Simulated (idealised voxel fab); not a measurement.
process module | voxel local oxidation
Square cell edge 5 nm, section width 190 nm, ID cut.
The cross-sections in this document take the form of a grid made of square cells. They are written out as bands, in order from top to bottom. Each band consists of one or more rows of cells.
What a band's entry tells you: where the top is and where the bottom is, as heights in nm, and after that what lies inside, material by material from left to right, each with its width in nm. Empty space is written as the word "empty", and a single material marked with the word "throughout" occupies the band from edge to edge.
Heights are reckoned from 0. Under this level, the received wafer is all of one material. The bottommost band is open-ended downward, for example "0..down".
Note: "30..40" means the width goes from the first number (top row of the band) to the second number (bottom row) in equal steps per row of cells.
Any step labelled "stayed the same" changed none of the cells in the cross-section.
Empty spaces without an open route to the top, at least 8 cells in extent, make up the entry "Trapped voids"; each is given as width x height at distance, where the distance is measured from the left edge, and all are in nm.
Where a step's line continues beyond its settings, the continuation is a remark by the simulator itself on that step.
Steps that use a mask can have "overlay nm" on their line. It says how far the mask sat to the right of where it was meant to be. Negative means to the left.
## The following list gives the planned process steps
1: op RECEIVE | material Si
2: op OXIDIZE | depth nm 5
3: op CONFORMAL_DEP | material SiN | thk nm 15
4: op MASKED_ETCH | tone cover | mask id ACTIVE | width nm 90 | etch materials SiN | depth nm 15 | overlay nm 0
5: op SELECTIVE_ETCH | etch materials SiO2 | depth nm 5
6: op OXIDIZE | depth nm 10
7: op STRIP | etch materials SiN
## Wafer at receipt (post step 1), cross-section
    0..down: Si throughout
    Trapped voids: none
## Starting structure and process plan are as shown above, but one mistake was made in running the module; the wafer cross-section at the end of the module follows
    -5..-15: SiO2 throughout
    -15..down: Si throughout
    Trapped voids: none
Deviation noted in wafer processing: step 3 of the plan was jumped over and never run
